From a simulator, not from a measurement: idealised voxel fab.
process module | voxel self aligned contacts
cross-section cut | 145 nm wide | cells 5 nm
A cross-section is a grid of square cells, given in bands from the top down. A band is one or more rows of cells.
Each band's line starts with the height of the band's top and of its bottom, in nm. Then come its materials from left to right, each with its width in nm. One material with "throughout" fills the band from edge to edge. "air" is empty space.
Height 0 is the level under which the wafer as received is all one material. The lowest band goes on downwards, as in "0 down".
A width such as "30 to 40" changes by the same amount from each row of cells to the next, from the band's top row to its bottom row.
"no change" after a step means that no cell of the cross-section changed.
closed voids: empty space of 8 cells or more with no open way to the top, each as width x height at its distance from the left edge, in nm
after a step's settings: what the simulator itself notes on the step
overlay nm, on a step with a mask: how far to the right of its planned place the mask lay; to the left if negative
plan
1 op RECEIVE | material Si
2 op OXIDIZE | depth nm 5
3 op DIRECTIONAL_DEP | material polySi | thk nm 20
4 op DIRECTIONAL_DEP | material SiN | thk nm 25
5 op DIRECTIONAL_DEP | material aC | thk nm 10
6 op PATTERN | tone cover | mask id GATE | material resist | width nm 35 | pitch nm 75 | thk nm 25 | overlay nm 0
7 op DIRECTIONAL_ETCH | etch materials aC | depth nm 10
8 op STRIP | etch materials resist
9 op DIRECTIONAL_ETCH | etch materials SiN | depth nm 25
10 op DIRECTIONAL_ETCH | etch materials polySi | depth nm 20
11 op STRIP | etch materials aC
12 op CONFORMAL_DEP | material SiN | thk nm 10
13 op DIRECTIONAL_ETCH | etch materials SiN | depth nm 10
14 op FILL_DEP | material SiO2 | thk nm 15
15 op CMP | height nm 55
16 op MASKED_ETCH | tone open | mask id CONTACT | width nm 50 | etch materials SiO2 | depth nm 60 | overlay nm 0
17 op CONFORMAL_DEP | material TiN | thk nm 5
18 op FILL_DEP | material Ru | thk nm 5
19 op CMP | height nm 55
20 op CONFORMAL_DEP | material SiCN | thk nm 5
as received, after step 1
  0 down: Si throughout
  closed voids: none
a wafer at the end: this start, this plan, one mistake
  60 to 55: SiCN throughout
  55 to 45: SiO2 45 | TiN 5 to 20 | Ru 40 to 10 | TiN 5 to 20 | SiO2 50
  45 to 20: SiO2 5 | SiN 55 | TiN 5 | Ru 10 | TiN 5 | SiN 55 | SiO2 10
  20 to 0: SiO2 5 | SiN 10 | polySi 35 | SiN 10 | TiN 5 | Ru 10 | TiN 5 | SiN 10 | polySi 35 | SiN 10 | SiO2 10
  0 to -5: SiO2 60 | TiN 20 | SiO2 65
  -5 to -10: SiO2 throughout
  -10 down: Si throughout
  closed voids: none
what went wrong: step 2 ran as: op OXIDIZE | depth nm 10
